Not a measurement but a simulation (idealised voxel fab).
The process module that follows is named voxel wiring stack.
It is cross-section cut that appears here, measuring 200 nm in width, its square cells being 5 nm in size.
Each cross-section below is a grid of square cells, stated as bands in top-down order, with one or more rows of cells making up each band.
Each band's line starts with the height of the band's top and of its bottom, in nm. Then come its materials from left to right, each with its width in nm. One material with "all across" fills the band from edge to edge. "empty" is empty space.
The reference from which all heights are counted is 0, the level beneath which the as-received wafer is entirely one material; the lowest band, having no lower bound, proceeds downward and is written after the example "0 down".
Width "30 to 40": first value at the band's top row of cells, second value at its bottom row, equal change from row to row.
No cell of the cross-section changed in a step that is given as "all unchanged".
You'll see "Catalogued sealed voids" listing empty spaces that have no way open to the top, as long as they're 8 cells or more; the notation is width x height at distance, where the distance is from the left edge, and all of it is in nm.
Past the settings on a step's line: simulator remark, on that step.
overlay nm: on a step with a mask, how far right of its planned place the mask lay; negative means left.

HERE'S WHAT THE PLANNED PROCESS STEPS LOOK LIKE
| 1 | RECEIVE: material Si |
| 2 | CONFORMAL_DEP: material SiO2, thk nm 15 |
| 3 | DIRECTIONAL_DEP: material TiN, thk nm 5 |
| 4 | DIRECTIONAL_DEP: material Ru, thk nm 20 |
| 5 | MASKED_ETCH: tone cover, mask id METAL_1, width nm 30, pitch nm 60, etch materials Ru, depth nm 20, overlay nm 0 |
| 6 | MASKED_ETCH: tone cover, mask id METAL_1, width nm 30, pitch nm 60, etch materials TiN, depth nm 5, overlay nm 0 |
| 7 | CONFORMAL_DEP: material SiCN, thk nm 5 |
| 8 | FILL_DEP: material SiO2, thk nm 5 |
| 9 | CMP: height nm 40 |
| 10 | CONFORMAL_DEP: material SiCN, thk nm 5 |
| 11 | DIRECTIONAL_DEP: material lowk, thk nm 30 |
| 12 | PATTERN: tone open, mask id METAL_2_HOLES, material resist, width nm 15, pitch nm 60, thk nm 20, overlay nm 0 |
| 13 | DIRECTIONAL_ETCH: etch materials lowk, depth nm 30 |
| 14 | STRIP: etch materials resist |
| 15 | MASKED_ETCH: tone open, mask id METAL_2, width nm 30, pitch nm 60, etch materials lowk, depth nm 20, overlay nm 0 |
| 16 | MASKED_ETCH: tone open, mask id METAL_2, width nm 30, pitch nm 60, etch materials SiCN, depth nm 5, overlay nm 0 |
| 17 | CONFORMAL_DEP: material TiN, thk nm 5 |
| 18 | FILL_DEP: material Cu, thk nm 10 |
| 19 | CMP: height nm 75 |
| 20 | CONFORMAL_DEP: material SiCN, thk nm 5 |
| 21 | DIRECTIONAL_DEP: material lowk, thk nm 35 |
| 22 | MASKED_ETCH: tone open, mask id METAL_3, width nm 30, pitch nm 60, etch materials lowk, depth nm 20, overlay nm 0 |
| 23 | MASKED_ETCH: tone open, mask id METAL_3_HOLES, width nm 15, etch materials lowk, depth nm 15, overlay nm 0 |
| 24 | MASKED_ETCH: tone open, mask id METAL_3_HOLES, width nm 15, etch materials SiCN, depth nm 5, overlay nm 0 |
| 25 | CONFORMAL_DEP: material TiN, thk nm 5 |
| 26 | FILL_DEP: material Ru, thk nm 10 |
| 27 | CMP: height nm 115 |
| 28 | CONFORMAL_DEP: material SiCN, thk nm 5 |

INCOMING WAFER IN CROSS-SECTION (STATE: AFTER STEP 1)
0 down: Si all across
Catalogued sealed voids: none

FIRST OF TWO WAFERS: CROSS-SECTION AT END OF MODULE, RUN PER PLAN
120 to 115: SiCN all across
115 to 100: 55 nm lowk / 5 nm TiN / 20 nm Ru / 5 nm TiN / 30 nm lowk / 5 nm TiN / 20 nm Ru / 5 nm TiN / 55 nm lowk
100 to 95: 55 nm lowk / 5 nm TiN / 5 nm Ru / 20 nm TiN / 30 nm lowk / 30 nm TiN / 55 nm lowk
95 to 80: 55 nm lowk / 5 nm TiN / 5 nm Ru / 5 nm TiN / 130 nm lowk
80 to 75: 55 nm SiCN / 15 nm TiN / 130 nm SiCN
75 to 60: 55 nm lowk / 5 nm TiN / 20 nm Cu / 5 nm TiN / 30 nm lowk / 5 nm TiN / 20 nm Cu / 5 nm TiN / 55 nm lowk
60 to 55: 55 nm lowk / 5 nm TiN / 5 nm Cu / 20 nm TiN / 30 nm lowk / 5 nm TiN / 5 nm Cu / 20 nm TiN / 55 nm lowk
55 to 45: 55 nm lowk / 5 nm TiN / 5 nm Cu / 5 nm TiN / 45 nm lowk / 5 nm TiN / 5 nm Cu / 5 nm TiN / 70 nm lowk
45 to 40: 55 nm SiCN / 15 nm TiN / 45 nm SiCN / 15 nm TiN / 70 nm SiCN
40 to 20: 50 nm SiO2 / 5 nm SiCN / 30 nm Ru / 5 nm SiCN / 20 nm SiO2 / 5 nm SiCN / 30 nm Ru / 5 nm SiCN / 50 nm SiO2
20 to 15: 55 nm SiCN / 30 nm TiN / 30 nm SiCN / 30 nm TiN / 55 nm SiCN
15 to 0: SiO2 all across
0 down: Si all across
Catalogued sealed voids: none

WAFER TWO, SECTIONED AFTER THE MODULE: THE FIRST WAFER'S START, THE FIRST WAFER'S PLAN, AND ONE MISTAKE IN HOW IT WAS RUN
120 to 115: SiCN all across
115 to 110: 55 nm lowk / 5 nm TiN / 20 nm Ru / 5 nm TiN / 30 nm lowk / 5 nm TiN / 20 nm Ru / 5 nm TiN / 55 nm lowk
110 to 105: 55 nm lowk / 5 nm TiN / 5 nm Ru / 20 nm TiN / 30 nm lowk / 30 nm TiN / 55 nm lowk
105 to 90: 55 nm lowk / 5 nm TiN / 5 nm Ru / 5 nm TiN / 130 nm lowk
90 to 85: 55 nm SiCN / 15 nm TiN / 130 nm SiCN
85 to 75: SiCN all across
75 to 60: 55 nm lowk / 5 nm TiN / 20 nm Cu / 5 nm TiN / 30 nm lowk / 5 nm TiN / 20 nm Cu / 5 nm TiN / 55 nm lowk
60 to 55: 55 nm lowk / 5 nm TiN / 5 nm Cu / 20 nm TiN / 30 nm lowk / 5 nm TiN / 5 nm Cu / 20 nm TiN / 55 nm lowk
55 to 45: 55 nm lowk / 5 nm TiN / 5 nm Cu / 5 nm TiN / 45 nm lowk / 5 nm TiN / 5 nm Cu / 5 nm TiN / 70 nm lowk
45 to 40: 55 nm SiCN / 15 nm TiN / 45 nm SiCN / 15 nm TiN / 70 nm SiCN
40 to 20: 50 nm SiO2 / 5 nm SiCN / 30 nm Ru / 5 nm SiCN / 20 nm SiO2 / 5 nm SiCN / 30 nm Ru / 5 nm SiCN / 50 nm SiO2
20 to 15: 55 nm SiCN / 30 nm TiN / 30 nm SiCN / 30 nm TiN / 55 nm SiCN
15 to 0: SiO2 all across
0 down: Si all across
Catalogued sealed voids: none
Here's what went sideways: step 20: run off-plan, actual operation and settings CONFORMAL_DEP: material SiCN, thk nm 15
FYI, end of process, the second wafer has more or fewer cells of some materials than the first: Ru: 16 fewer; SiCN: 80 more; TiN: 8 fewer; lowk: 56 fewer
